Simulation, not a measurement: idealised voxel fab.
process module | voxel air gaps
cross-section cut | 215 nm wide | cells 5 nm
A cross-section is a grid of square cells, given in bands from the top down. A band is one or more rows of cells.
Each band's line starts with the height of the band's top and of its bottom, in nm. Then come its materials from left to right, each with its width in nm. One material with "throughout" fills the band from edge to edge. "air" is empty space.
Height 0 is the level under which the wafer as received is all one material. The lowest band goes on downwards, as in "0 down".
A width such as "30 to 40" changes by the same amount from each row of cells to the next, from the band's top row to its bottom row.
"no change" after a step means that no cell of the cross-section changed.
closed voids: empty space of 8 cells or more with no open way to the top, each as width x height at its distance from the left edge, in nm
after a step's settings: what the simulator itself notes on the step
overlay nm, on a step with a mask: how far to the right of its planned place the mask lay; to the left if negative
plan
1 op RECEIVE | material Si
2 op CONFORMAL_DEP | material SiO2 | thk nm 15
3 op CONFORMAL_DEP | material SiN | thk nm 5
4 op DIRECTIONAL_DEP | material SiO2 | thk nm 40
5 op MASKED_ETCH | tone open | mask id LINES | width nm 25 | pitch nm 55 | etch materials SiO2 | depth nm 40 | overlay nm 0
6 op CONFORMAL_DEP | material TiN | thk nm 5
7 op FILL_DEP | material Cu | thk nm 5
8 op CMP | height nm 60
9 op EPI | material Ru | thk nm 10
10 op SELECTIVE_ETCH | etch materials SiO2 | depth nm 50
11 op CONFORMAL_DEP | material SiCN | thk nm 5
first wafer, as planned
as received, after step 1
  0 down: Si throughout
  closed voids: none
after step 2
  15 to 0: SiO2 throughout
  below 0: unchanged
after step 3
  20 to 15: SiN throughout
  below 15: unchanged
after step 4
  60 to 20: SiO2 throughout
  below 20: unchanged
after step 5
  60 to 20: SiO2 40 | air 25 | SiO2 30 | air 25 | SiO2 30 | air 25 | SiO2 40
  below 20: unchanged
after step 6
  65 to 60: TiN 45 | air 15 | TiN 40 | air 15 | TiN 40 | air 15 | TiN 45
  60 to 25: SiO2 40 | TiN 5 | air 15 | TiN 5 | SiO2 30 | TiN 5 | air 15 | TiN 5 | SiO2 30 | TiN 5 | air 15 | TiN 5 | SiO2 40
  25 to 20: SiO2 40 | TiN 25 | SiO2 30 | TiN 25 | SiO2 30 | TiN 25 | SiO2 40
  below 20: unchanged
after step 7
  70 to 65: Cu throughout
  65 to 60: TiN 45 | Cu 15 | TiN 40 | Cu 15 | TiN 40 | Cu 15 | TiN 45
  60 to 25: SiO2 40 | TiN 5 | Cu 15 | TiN 5 | SiO2 30 | TiN 5 | Cu 15 | TiN 5 | SiO2 30 | TiN 5 | Cu 15 | TiN 5 | SiO2 40
  below 25: unchanged
after step 8
  60 to 25: SiO2 40 | TiN 5 | Cu 15 | TiN 5 | SiO2 30 | TiN 5 | Cu 15 | TiN 5 | SiO2 30 | TiN 5 | Cu 15 | TiN 5 | SiO2 40
  below 25: unchanged
after step 9
  70 to 60: air 30 | Ru 45 | air 10 | Ru 45 | air 10 | Ru 45 | air 30
  below 60: unchanged
after step 10
  70 to 60: air 30 | Ru 45 | air 10 | Ru 45 | air 10 | Ru 45 | air 30
  60 to 25: air 40 | TiN 5 | Cu 15 | TiN 5 | air 30 | TiN 5 | Cu 15 | TiN 5 | air 30 | TiN 5 | Cu 15 | TiN 5 | air 40
  25 to 20: air 40 | TiN 25 | air 30 | TiN 25 | air 30 | TiN 25 | air 40
  below 20: unchanged
after step 11
  75 to 70: air 25 | SiCN 165 | air 25
  70 to 60: air 25 | SiCN 5 | Ru 45 | SiCN 10 | Ru 45 | SiCN 10 | Ru 45 | SiCN 5 | air 25
  60 to 55: air 25 | SiCN 15 | TiN 5 | Cu 15 | TiN 5 | SiCN 30 | TiN 5 | Cu 15 | TiN 5 | SiCN 30 | TiN 5 | Cu 15 | TiN 5 | SiCN 15 | air 25
  55 to 25: air 35 | SiCN 5 | TiN 5 | Cu 15 | TiN 5 | SiCN 5 | air 20 | SiCN 5 | TiN 5 | Cu 15 | TiN 5 | SiCN 5 | air 20 | SiCN 5 | TiN 5 | Cu 15 | TiN 5 | SiCN 5 | air 35
  25 to 20: SiCN 40 | TiN 25 | SiCN 30 | TiN 25 | SiCN 30 | TiN 25 | SiCN 40
  below 20: unchanged
  closed voids: 20 x 30 at 70; 20 x 30 at 125
second wafer: like start, like plan, one mistake. Through step 10 it matches the first wafer
when step 11 should have ended: no change
what went wrong: step 11 was left out
at the end the second wafer has, in cells: 127 fewer of SiCN
closed voids at the end (first wafer, second wafer): 2, 0
